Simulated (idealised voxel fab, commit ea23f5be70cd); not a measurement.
process module | voxel ribs on slabs
cross-section cut | 270 nm wide | cells 5 nm
A cross-section is a grid of square cells, given in bands from the top down. A band is one or more rows of cells.
Each band's line starts with the height of the band's top and of its bottom, in nm. Then come its materials from left to right, each with its width in nm. One material with "throughout" fills the band from edge to edge. "air" is empty space.
Height 0 is the level under which the wafer as received is all one material. The lowest band goes on downwards, as in "0 down".
A width such as "30 to 40" changes by the same amount from each row of cells to the next, from the band's top row to its bottom row.
"no change" after a step means that no cell of the cross-section changed.
closed voids: empty space of 8 cells or more with no open way to the top, each as width x height at its distance from the left edge, in nm
after a step's settings: what the simulator itself notes on the step
overlay nm, on a step with a mask: how far to the right of its planned place the mask lay; to the left if negative
plan
1 op RECEIVE | material Si
2 op DIRECTIONAL_DEP | material SiO2 | thk nm 30
3 op DIRECTIONAL_DEP | material SiN | thk nm 20
4 op PATTERN | tone cover | mask id RIB | material resist | width nm 25 | thk nm 20 | overlay nm 0
5 op DIRECTIONAL_ETCH | etch materials SiN | depth nm 15
6 op STRIP | etch materials resist
7 op PATTERN | tone cover | mask id SLAB | material resist | width nm 55 | thk nm 20 | overlay nm 0
8 op DIRECTIONAL_ETCH | etch materials SiN | depth nm 5
9 op STRIP | etch materials resist
10 op FILL_DEP | material SiO2 | thk nm 15
11 op CMP | height nm 60
12 op DIRECTIONAL_DEP | material W | thk nm 10
13 op MASKED_ETCH | tone cover | mask id HEATER | width nm 35 | etch materials W | depth nm 10 | overlay nm 0
14 op CONFORMAL_DEP | material SiN | thk nm 5
as received, after step 1
  0 down: Si throughout
  closed voids: none
a wafer at the end: this start, this plan, one mistake
  70 to 60: air 115 | W 35 | air 120
  60 to 50: SiO2 throughout
  50 to 35: SiO2 120 | SiN 25 | SiO2 125
  35 to 30: SiO2 105 | SiN 55 | SiO2 110
  30 to 0: SiO2 throughout
  0 down: Si throughout
  closed voids: none
what went wrong: step 14 was left out
